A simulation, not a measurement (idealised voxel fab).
process module | voxel spacer lines
cross-section cut | 245 nm wide | cells 5 nm
A cross-section is a grid of square cells, given in bands from the top down. A band is one or more rows of cells.
Each band's line starts with the height of the band's top and of its bottom, in nm. Then come its materials from left to right, each with its width in nm. One material with "throughout" fills the band from edge to edge. "air" is empty space.
Height 0 is the level under which the wafer as received is all one material. The lowest band goes on downwards, as in "0 down".
A width such as "30 to 40" changes by the same amount from each row of cells to the next, from the band's top row to its bottom row.
"no change" after a step means that no cell of the cross-section changed.
closed voids: empty space of 8 cells or more with no open way to the top, each as width x height at its distance from the left edge, in nm
after a step's settings: what the simulator itself notes on the step
overlay nm, on a step with a mask: how far to the right of its planned place the mask lay; to the left if negative
plan
1 op RECEIVE | material Si
2 op CONFORMAL_DEP | material Al2O3 | thk nm 5
3 op DIRECTIONAL_DEP | material W | thk nm 20
4 op DIRECTIONAL_DEP | material aC | thk nm 25
5 op PATTERN | tone cover | mask id MANDREL | material resist | width nm 25 | pitch nm 70 | thk nm 30 | overlay nm 0
6 op DIRECTIONAL_ETCH | etch materials aC | depth nm 25
7 op STRIP | etch materials resist
8 op CONFORMAL_DEP | material SiO2 | thk nm 10
9 op DIRECTIONAL_ETCH | etch materials SiO2 | depth nm 10
10 op STRIP | etch materials aC
11 op DIRECTIONAL_ETCH | etch materials W | depth nm 20
12 op STRIP | etch materials SiO2
as received, after step 1
  0 down: Si throughout
  closed voids: none
a wafer at the end: this start, this plan, one mistake
  45 to 25: air 65 | W 10 | air 25 | W 10 | air 25 | W 10 | air 25 | W 10 | air 65
  25 to 5: W throughout
  5 to 0: Al2O3 throughout
  0 down: Si throughout
  closed voids: none
what went wrong: step 3 was run twice
